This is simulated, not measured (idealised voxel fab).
This is a process module. Its name is voxel released beams.
Displayed cross-section: cut, width of 185 nm, square cells sized 5 nm.
Think of the cross-section as a grid of square cells. We describe it in bands, top to bottom, and each band covers one or more rows of those cells.
Look at the band entry: it leads with the top's height and the bottom's height in nm. Then it lists the materials left to right, with a width in nm for each. The word "full width" on a single material says that material fills the band edge to edge. The word "air" is empty space.
Measure heights from 0. That's the level where, below it, the as-received wafer is all one material. The lowest band is bottomless and extends downward; write it as in "0 and below".
A width given as "30->40" starts at the first number in the band's top row and ends at the second number in its bottom row, shifting by an equal amount at every step from row to row.
A step reported as "nothing changed" is a step in which no cell of the cross-section changed.
Enclosed voids (no open way to top), threshold 8 cells or more, entry "Enclosed cavities", notation width x height at distance, distance from left edge, nm.
Where a step's line continues beyond its settings, the continuation is a remark by the simulator itself on that step.
overlay nm: how far to the right of its planned place the mask lay on this masked step (negative: to the left).

Plan
1 RECEIVE, material Si
2 CONFORMAL_DEP, material Al2O3, thk nm 10
3 DIRECTIONAL_DEP, material SiO2, thk nm 15
4 DIRECTIONAL_DEP, material aC, thk nm 15
5 PATTERN, tone open, mask id ANCHOR, material resist, width nm 40, thk nm 35, overlay nm 0
6 DIRECTIONAL_ETCH, etch materials aC, depth nm 15
7 STRIP, etch materials resist
8 DIRECTIONAL_ETCH, etch materials SiO2, depth nm 15
9 STRIP, etch materials aC
10 CONFORMAL_DEP, material W, thk nm 15
11 MASKED_ETCH, tone cover, mask id BEAM, width nm 105, etch materials W, depth nm 15, overlay nm 0
12 STRIP, etch materials SiO2

So, the first of our two wafers, run just as we planned it

Wafer cross-section on receipt, i.e. after step 1
	0 and below | Si full width
	Enclosed cavities: none

Step 2 complete: cross-section through the wafer
	10 down to 0 | Al2O3 full width
	Below 0, no change.

Step 3 complete: cross-section through the wafer
	25 down to 10 | SiO2 full width
	Below 10, no change.

Step 4 complete: cross-section through the wafer
	40 down to 25 | aC full width
	Below 25, no change.

Step 5 complete: cross-section through the wafer
	75 down to 40 | resist=40, air=40, resist=105
	Below 40, no change.

Step 6 complete: cross-section through the wafer
	60 down to 40 | resist=40, air=40, resist=105
	40 down to 25 | aC=40, air=40, aC=105
	Below 25, no change.

Step 7 complete: cross-section through the wafer
	40 down to 25 | aC=40, air=40, aC=105
	Below 25, no change.

Step 8 complete: cross-section through the wafer
	40 down to 25 | aC=40, air=40, aC=105
	25 down to 10 | SiO2=40, air=40, SiO2=105
	Below 10, no change.

Step 9 complete: cross-section through the wafer
	25 down to 10 | SiO2=40, air=40, SiO2=105
	Below 10, no change.

Step 10 complete: cross-section through the wafer
	40 down to 25 | W=55, air=10, W=120
	25 down to 10 | SiO2=40, W=40, SiO2=105
	Below 10, no change.

Step 11 complete: cross-section through the wafer
	40 down to 25 | air=35, W=20, air=10, W=75, air=45
	Below 25, no change.

Step 12 complete: cross-section through the wafer
	40 down to 25 | air=35, W=20, air=10, W=75, air=45
	25 down to 10 | air=40, W=40, air=105
	Below 10, no change.

Notes, second wafer: start = first wafer's, plan = first wafer's, execution had one mistake; history identical to first through step 1

Cross-section of the second wafer at the time by which step 2 should have been completed according to the plan
	15 down to 0 | SiO2 full width
	Below 0, no change.

Cross-section of the second wafer at the time by which step 3 should have been completed according to the plan
	25 down to 15 | Al2O3 full width
	Below 15, no change.

Cross-section of the second wafer at the time by which step 4 should have been completed according to the plan
	40 down to 25 | aC full width
	Below 25, no change.

Cross-section of the second wafer at the time by which step 5 should have been completed according to the plan
	75 down to 40 | resist=40, air=40, resist=105
	Below 40, no change.

Cross-section of the second wafer at the time by which step 6 should have been completed according to the plan
	60 down to 40 | resist=40, air=40, resist=105
	40 down to 25 | aC=40, air=40, aC=105
	Below 25, no change.

Cross-section of the second wafer at the time by which step 7 should have been completed according to the plan
	40 down to 25 | aC=40, air=40, aC=105
	Below 25, no change.

Cross-section of the second wafer at the time by which step 8 should have been completed according to the plan: nothing changed

Cross-section of the second wafer at the time by which step 9 should have been completed according to the plan
	25 down to 15 | Al2O3 full width
	Below 15, no change.

Cross-section of the second wafer at the time by which step 10 should have been completed according to the plan
	40 down to 25 | W full width
	Below 25, no change.

Cross-section of the second wafer at the time by which step 11 should have been completed according to the plan
	40 down to 25 | air=35, W=105, air=45
	Below 25, no change.

Cross-section of the second wafer at the time by which step 12 should have been completed according to the plan: nothing changed
what went wrong: steps 2 and 3 traded places in the executed sequence
Final tally in cells, some materials are higher or lower on the second wafer than on the first: SiO2: 111 more, W: 18 fewer
